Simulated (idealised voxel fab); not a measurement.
You're looking at the process module voxel self aligned contacts.
The cross-section shown here is cut; it is 170 nm wide and divided into square cells measuring 5 nm on a side.
Heads up, the way a cross-section reads in here is a grid of square cells, handed over as bands from the top down, with every band being one or more rows of cells. A band entry consists of two parts. The first gives the height of the band's top and the height of its bottom, in nm. The rest lists the band's materials from left to right, each with its width in nm. A single material labelled with the word "edge to edge" fills the band from edge to edge, and the word "blank" marks empty space. Below 0: as-received wafer, all one material; heights counted from there. Lowest band: no bottom, goes on down, written "top 0, no bottom". Width spec "30->40" -> top row of cells at first value, bottom row at second value, equal per-row change in between. Given "identical to before" for a step, no cell of the cross-section differs between before and after that step. Entrapped voids: empty space of 8 cells or more with no open way to the top, each as width x height at its distance from the left edge, in nm. after a step's settings: what the simulator itself notes on the step. The setting "overlay nm" may be written on the line of a step. When the step uses a mask, the value reports how far to the right of the planned place the mask lay, and a negative value reports that it lay to the left.
Process steps (planned):
1 RECEIVE: material Si
2 OXIDIZE: depth nm 5
3 DIRECTIONAL_DEP: material polySi, thk nm 30
4 DIRECTIONAL_DEP: material SiN, thk nm 20
5 DIRECTIONAL_DEP: material aC, thk nm 15
6 PATTERN: tone cover, mask id GATE, material resist, width nm 35, pitch nm 60, thk nm 35, overlay nm 0
7 DIRECTIONAL_ETCH: etch materials aC, depth nm 15
8 STRIP: etch materials resist
9 DIRECTIONAL_ETCH: etch materials SiN, depth nm 20
10 DIRECTIONAL_ETCH: etch materials polySi, depth nm 30
11 STRIP: etch materials aC
12 CONFORMAL_DEP: material SiN, thk nm 5
13 DIRECTIONAL_ETCH: etch materials SiN, depth nm 5
14 FILL_DEP: material SiO2, thk nm 10
15 CMP: height nm 55
16 MASKED_ETCH: tone open, mask id CONTACT, width nm 45, etch materials SiO2, depth nm 60, overlay nm 0
17 CONFORMAL_DEP: material TiN, thk nm 5
18 FILL_DEP: material W, thk nm 10
19 CMP: height nm 55
20 CONFORMAL_DEP: material SiN, thk nm 5
First of the two wafers, run per plan:
So this is the incoming wafer in cross-section - it's already been through step 1:
    top 0, no bottom | Si edge to edge
    Entrapped voids: none
Once step 2 is through, the wafer looks like this in cross-section:
    top 0, bottom -5 | SiO2 edge to edge
    Whatever lies below -5 is exactly as it was before.
Once step 3 is through, the wafer looks like this in cross-section:
    top 30, bottom 0 | polySi edge to edge
    Whatever lies below 0 is exactly as it was before.
Once step 4 is through, the wafer looks like this in cross-section:
    top 50, bottom 30 | SiN edge to edge
    Whatever lies below 30 is exactly as it was before.
Once step 5 is through, the wafer looks like this in cross-section:
    top 65, bottom 50 | aC edge to edge
    Whatever lies below 50 is exactly as it was before.
Once step 6 is through, the wafer looks like this in cross-section:
    top 100, bottom 65 | 35 of blank, 35 of resist, 25 of blank, 35 of resist, 40 of blank
    Whatever lies below 65 is exactly as it was before.
Once step 7 is through, the wafer looks like this in cross-section:
    top 85, bottom 65 | 35 of blank, 35 of resist, 25 of blank, 35 of resist, 40 of blank
    top 65, bottom 50 | 35 of blank, 35 of aC, 25 of blank, 35 of aC, 40 of blank
    Whatever lies below 50 is exactly as it was before.
Once step 8 is through, the wafer looks like this in cross-section:
    top 65, bottom 50 | 35 of blank, 35 of aC, 25 of blank, 35 of aC, 40 of blank
    Whatever lies below 50 is exactly as it was before.
Once step 9 is through, the wafer looks like this in cross-section:
    top 65, bottom 50 | 35 of blank, 35 of aC, 25 of blank, 35 of aC, 40 of blank
    top 50, bottom 30 | 35 of blank, 35 of SiN, 25 of blank, 35 of SiN, 40 of blank
    Whatever lies below 30 is exactly as it was before.
Once step 10 is through, the wafer looks like this in cross-section:
    top 65, bottom 50 | 35 of blank, 35 of aC, 25 of blank, 35 of aC, 40 of blank
    top 50, bottom 30 | 35 of blank, 35 of SiN, 25 of blank, 35 of SiN, 40 of blank
    top 30, bottom 0 | 35 of blank, 35 of polySi, 25 of blank, 35 of polySi, 40 of blank
    Whatever lies below 0 is exactly as it was before.
Once step 11 is through, the wafer looks like this in cross-section:
    top 50, bottom 30 | 35 of blank, 35 of SiN, 25 of blank, 35 of SiN, 40 of blank
    Whatever lies below 30 is exactly as it was before.
Once step 12 is through, the wafer looks like this in cross-section:
    top 55, bottom 30 | 30 of blank, 45 of SiN, 15 of blank, 45 of SiN, 35 of blank
    top 30, bottom 5 | 30 of blank, 5 of SiN, 35 of polySi, 5 of SiN, 15 of blank, 5 of SiN, 35 of polySi, 5 of SiN, 35 of blank
    top 5, bottom 0 | 35 of SiN, 35 of polySi, 25 of SiN, 35 of polySi, 40 of SiN
    Whatever lies below 0 is exactly as it was before.
Once step 13 is through, the wafer looks like this in cross-section:
    top 50, bottom 30 | 30 of blank, 45 of SiN, 15 of blank, 45 of SiN, 35 of blank
    top 30, bottom 0 | 30 of blank, 5 of SiN, 35 of polySi, 5 of SiN, 15 of blank, 5 of SiN, 35 of polySi, 5 of SiN, 35 of blank
    Whatever lies below 0 is exactly as it was before.
Once step 14 is through, the wafer looks like this in cross-section:
    top 60, bottom 50 | SiO2 edge to edge
    top 50, bottom 30 | 30 of SiO2, 45 of SiN, 15 of SiO2, 45 of SiN, 35 of SiO2
    top 30, bottom 0 | 30 of SiO2, 5 of SiN, 35 of polySi, 5 of SiN, 15 of SiO2, 5 of SiN, 35 of polySi, 5 of SiN, 35 of SiO2
    Whatever lies below 0 is exactly as it was before.
Once step 15 is through, the wafer looks like this in cross-section:
    top 55, bottom 50 | SiO2 edge to edge
    Whatever lies below 50 is exactly as it was before.
Once step 16 is through, the wafer looks like this in cross-section:
    top 55, bottom 50 | 60 of SiO2, 45 of blank, 65 of SiO2
    top 50, bottom 30 | 30 of SiO2, 45 of SiN, 15 of blank, 45 of SiN, 35 of SiO2
    top 30, bottom 0 | 30 of SiO2, 5 of SiN, 35 of polySi, 5 of SiN, 15 of blank, 5 of SiN, 35 of polySi, 5 of SiN, 35 of SiO2
    top 0, bottom -5 | 75 of SiO2, 15 of blank, 80 of SiO2
    Whatever lies below -5 is exactly as it was before.
Once step 17 is through, the wafer looks like this in cross-section:
    top 60, bottom 55 | 65 of TiN, 35 of blank, 70 of TiN
    top 55, bottom 50 | 60 of SiO2, 20 of TiN, 5 of blank, 20 of TiN, 65 of SiO2
    top 50, bottom 30 | 30 of SiO2, 45 of SiN, 5 of TiN, 5 of blank, 5 of TiN, 45 of SiN, 35 of SiO2
    top 30, bottom 0 | 30 of SiO2, 5 of SiN, 35 of polySi, 5 of SiN, 5 of TiN, 5 of blank, 5 of TiN, 5 of SiN, 35 of polySi, 5 of SiN, 35 of SiO2
    top 0, bottom -5 | 75 of SiO2, 15 of TiN, 80 of SiO2
    Whatever lies below -5 is exactly as it was before.
Once step 18 is through, the wafer looks like this in cross-section:
    top 70, bottom 60 | W edge to edge
    top 60, bottom 55 | 65 of TiN, 35 of W, 70 of TiN
    top 55, bottom 50 | 60 of SiO2, 20 of TiN, 5 of W, 20 of TiN, 65 of SiO2
    top 50, bottom 30 | 30 of SiO2, 45 of SiN, 5 of TiN, 5 of W, 5 of TiN, 45 of SiN, 35 of SiO2
    top 30, bottom 0 | 30 of SiO2, 5 of SiN, 35 of polySi, 5 of SiN, 5 of TiN, 5 of W, 5 of TiN, 5 of SiN, 35 of polySi, 5 of SiN, 35 of SiO2
    Whatever lies below 0 is exactly as it was before.
Once step 19 is through, the wafer looks like this in cross-section:
    top 55, bottom 50 | 60 of SiO2, 20 of TiN, 5 of W, 20 of TiN, 65 of SiO2
    Whatever lies below 50 is exactly as it was before.
Once step 20 is through, the wafer looks like this in cross-section:
    top 60, bottom 55 | SiN edge to edge
    Whatever lies below 55 is exactly as it was before.
The second wafer began exactly as the first did and followed the same plan, but one mistake was made while running it; through step 5 inclusive, the two wafers are identical:
Second wafer, sectioned view, at step 6's planned end time:
    top 100, bottom 65 | 40 of blank, 35 of resist, 25 of blank, 35 of resist, 35 of blank
    Whatever lies below 65 is exactly as it was before.
Second wafer, sectioned view, at step 7's planned end time:
    top 85, bottom 65 | 40 of blank, 35 of resist, 25 of blank, 35 of resist, 35 of blank
    top 65, bottom 50 | 40 of blank, 35 of aC, 25 of blank, 35 of aC, 35 of blank
    Whatever lies below 50 is exactly as it was before.
Second wafer, sectioned view, at step 8's planned end time:
    top 65, bottom 50 | 40 of blank, 35 of aC, 25 of blank, 35 of aC, 35 of blank
    Whatever lies below 50 is exactly as it was before.
Second wafer, sectioned view, at step 9's planned end time:
    top 65, bottom 50 | 40 of blank, 35 of aC, 25 of blank, 35 of aC, 35 of blank
    top 50, bottom 30 | 40 of blank, 35 of SiN, 25 of blank, 35 of SiN, 35 of blank
    Whatever lies below 30 is exactly as it was before.
Second wafer, sectioned view, at step 10's planned end time:
    top 65, bottom 50 | 40 of blank, 35 of aC, 25 of blank, 35 of aC, 35 of blank
    top 50, bottom 30 | 40 of blank, 35 of SiN, 25 of blank, 35 of SiN, 35 of blank
    top 30, bottom 0 | 40 of blank, 35 of polySi, 25 of blank, 35 of polySi, 35 of blank
    Whatever lies below 0 is exactly as it was before.
Second wafer, sectioned view, at step 11's planned end time:
    top 50, bottom 30 | 40 of blank, 35 of SiN, 25 of blank, 35 of SiN, 35 of blank
    Whatever lies below 30 is exactly as it was before.
Second wafer, sectioned view, at step 12's planned end time:
    top 55, bottom 30 | 35 of blank, 45 of SiN, 15 of blank, 45 of SiN, 30 of blank
    top 30, bottom 5 | 35 of blank, 5 of SiN, 35 of polySi, 5 of SiN, 15 of blank, 5 of SiN, 35 of polySi, 5 of SiN, 30 of blank
    top 5, bottom 0 | 40 of SiN, 35 of polySi, 25 of SiN, 35 of polySi, 35 of SiN
    Whatever lies below 0 is exactly as it was before.
Second wafer, sectioned view, at step 13's planned end time:
    top 50, bottom 30 | 35 of blank, 45 of SiN, 15 of blank, 45 of SiN, 30 of blank
    top 30, bottom 0 | 35 of blank, 5 of SiN, 35 of polySi, 5 of SiN, 15 of blank, 5 of SiN, 35 of polySi, 5 of SiN, 30 of blank
    Whatever lies below 0 is exactly as it was before.
Second wafer, sectioned view, at step 14's planned end time:
    top 60, bottom 50 | SiO2 edge to edge
    top 50, bottom 30 | 35 of SiO2, 45 of SiN, 15 of SiO2, 45 of SiN, 30 of SiO2
    top 30, bottom 0 | 35 of SiO2, 5 of SiN, 35 of polySi, 5 of SiN, 15 of SiO2, 5 of SiN, 35 of polySi, 5 of SiN, 30 of SiO2
    Whatever lies below 0 is exactly as it was before.
Second wafer, sectioned view, at step 15's planned end time:
    top 55, bottom 50 | SiO2 edge to edge
    Whatever lies below 50 is exactly as it was before.
Second wafer, sectioned view, at step 16's planned end time:
    top 55, bottom 50 | 60 of SiO2, 45 of blank, 65 of SiO2
    top 50, bottom 30 | 35 of SiO2, 45 of SiN, 15 of blank, 45 of SiN, 30 of SiO2
    top 30, bottom 0 | 35 of SiO2, 5 of SiN, 35 of polySi, 5 of SiN, 15 of blank, 5 of SiN, 35 of polySi, 5 of SiN, 30 of SiO2
    top 0, bottom -5 | 80 of SiO2, 15 of blank, 75 of SiO2
    Whatever lies below -5 is exactly as it was before.
Second wafer, sectioned view, at step 17's planned end time:
    top 60, bottom 55 | 65 of TiN, 35 of blank, 70 of TiN
    top 55, bottom 50 | 60 of SiO2, 25 of TiN, 5 of blank, 15 of TiN, 65 of SiO2
    top 50, bottom 30 | 35 of SiO2, 45 of SiN, 5 of TiN, 5 of blank, 5 of TiN, 45 of SiN, 30 of SiO2
    top 30, bottom 0 | 35 of SiO2, 5 of SiN, 35 of polySi, 5 of SiN, 5 of TiN, 5 of blank, 5 of TiN, 5 of SiN, 35 of polySi, 5 of SiN, 30 of SiO2
    top 0, bottom -5 | 80 of SiO2, 15 of TiN, 75 of SiO2
    Whatever lies below -5 is exactly as it was before.
Second wafer, sectioned view, at step 18's planned end time:
    top 70, bottom 60 | W edge to edge
    top 60, bottom 55 | 65 of TiN, 35 of W, 70 of TiN
    top 55, bottom 50 | 60 of SiO2, 25 of TiN, 5 of W, 15 of TiN, 65 of SiO2
    top 50, bottom 30 | 35 of SiO2, 45 of SiN, 5 of TiN, 5 of W, 5 of TiN, 45 of SiN, 30 of SiO2
    top 30, bottom 0 | 35 of SiO2, 5 of SiN, 35 of polySi, 5 of SiN, 5 of TiN, 5 of W, 5 of TiN, 5 of SiN, 35 of polySi, 5 of SiN, 30 of SiO2
    Whatever lies below 0 is exactly as it was before.
Second wafer, sectioned view, at step 19's planned end time:
    top 55, bottom 50 | 60 of SiO2, 25 of TiN, 5 of W, 15 of TiN, 65 of SiO2
    Whatever lies below 50 is exactly as it was before.
Second wafer, sectioned view, at step 20's planned end time:
    top 60, bottom 55 | SiN edge to edge
    Whatever lies below 55 is exactly as it was before.
The plan and the run diverged here: step 6 ran with different settings than intended, the actual operation and settings being PATTERN: tone cover, mask id GATE, material resist, width nm 35, pitch nm 60, thk nm 35, overlay nm 5
At the close, every material occupies the same number of cells on the second wafer as on the first, only in different positions.
